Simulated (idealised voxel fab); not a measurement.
The following is a process module called voxel trench capacitor.
Square cells of 5 nm make up the cross-section cut, whose width is 245 nm.
In this document a cross-section is written as a grid of square cells. It is given as a series of bands, listed from the top down, and a band is one or more rows of cells. First you get the band's top height and its bottom height, in nm, and then the materials it's made of, left to right, with each width in nm. If you see a single material with "edge to edge", that one covers the band edge to edge. "blank" is empty space. Height datum 0, below which the as-received substrate wafer is one material. Lowest band open at the bottom, running downward: "0 down". Width: "30 to 40" (first number = top row, second number = bottom row, same change from row to row of cells). Step marked "remained unchanged"? Then no cell in the cross-section changed in it. Reported under the label "Closed internal voids" are the empty spaces having no open way to the top and comprising 8 cells or more; the notation for each is width x height at distance, in which the distance is measured from the left edge and all three values are in nm. The remark found on a step's line after its settings is issued by the simulator itself and pertains to that step. overlay nm: where the mask lay relative to plan, measured to the right, on steps with a mask; negatives go left.

Process steps foreseen in the plan:
step 1: RECEIVE, material Si
step 2: CONFORMAL_DEP, material SiN, thk nm 5
step 3: DIRECTIONAL_DEP, material aC, thk nm 10
step 4: PATTERN, tone open, mask id TRENCH, material resist, width nm 25, pitch nm 40, thk nm 25, overlay nm 0
step 5: DIRECTIONAL_ETCH, etch materials aC, depth nm 10
step 6: STRIP, etch materials resist
step 7: DIRECTIONAL_ETCH, etch materials SiN, depth nm 5
step 8: DIRECTIONAL_ETCH, etch materials Si, depth nm 30
step 9: STRIP, etch materials aC
step 10: CONFORMAL_DEP, material HfO2, thk nm 5
step 11: CONFORMAL_DEP, material TiN, thk nm 5
step 12: FILL_DEP, material W, thk nm 5
step 13: CMP, height nm 5

Incoming wafer in cross-section (state: after step 1):
  0 down | Si edge to edge
  Closed internal voids: none

As-planned run: cross-section of the first of two wafers at end of module:
  5 to 0 | 70 of SiN | 5 of HfO2 | 5 of TiN | 5 of W | 5 of TiN | 5 of HfO2 | 15 of SiN | 5 of HfO2 | 5 of TiN | 5 of W | 5 of TiN | 5 of HfO2 | 15 of SiN | 5 of HfO2 | 5 of TiN | 5 of W | 5 of TiN | 5 of HfO2 | 70 of SiN
  0 to -20 | 70 of Si | 5 of HfO2 | 5 of TiN | 5 of W | 5 of TiN | 5 of HfO2 | 15 of Si | 5 of HfO2 | 5 of TiN | 5 of W | 5 of TiN | 5 of HfO2 | 15 of Si | 5 of HfO2 | 5 of TiN | 5 of W | 5 of TiN | 5 of HfO2 | 70 of Si
  -20 to -25 | 70 of Si | 5 of HfO2 | 15 of TiN | 5 of HfO2 | 15 of Si | 5 of HfO2 | 15 of TiN | 5 of HfO2 | 15 of Si | 5 of HfO2 | 15 of TiN | 5 of HfO2 | 70 of Si
  -25 to -30 | 70 of Si | 25 of HfO2 | 15 of Si | 25 of HfO2 | 15 of Si | 25 of HfO2 | 70 of Si
  -30 down | Si edge to edge
  Closed internal voids: none

Cross-section of the latter of the two wafers at module completion. It had an identical start and an identical plan to the former; in running it, one mistake was made:
  5 to 0 | 70 of SiN | 5 of aC | 5 of TiN | 5 of W | 5 of TiN | 5 of aC | 15 of SiN | 5 of aC | 5 of TiN | 5 of W | 5 of TiN | 5 of aC | 15 of SiN | 5 of aC | 5 of TiN | 5 of W | 5 of TiN | 5 of aC | 70 of SiN
  0 to -20 | 70 of Si | 5 of aC | 5 of TiN | 5 of W | 5 of TiN | 5 of aC | 15 of Si | 5 of aC | 5 of TiN | 5 of W | 5 of TiN | 5 of aC | 15 of Si | 5 of aC | 5 of TiN | 5 of W | 5 of TiN | 5 of aC | 70 of Si
  -20 to -25 | 70 of Si | 5 of aC | 15 of TiN | 5 of aC | 15 of Si | 5 of aC | 15 of TiN | 5 of aC | 15 of Si | 5 of aC | 15 of TiN | 5 of aC | 70 of Si
  -25 to -30 | 70 of Si | 25 of aC | 15 of Si | 25 of aC | 15 of Si | 25 of aC | 70 of Si
  -30 down | Si edge to edge
  Closed internal voids: none
what went wrong: step 10 was run on a setting that differed from the plan, and what really ran there is CONFORMAL_DEP, material aC, thk nm 5
Cell-count delta at end, second wafer over first, by material: HfO2: 51 fewer, aC: 51 more
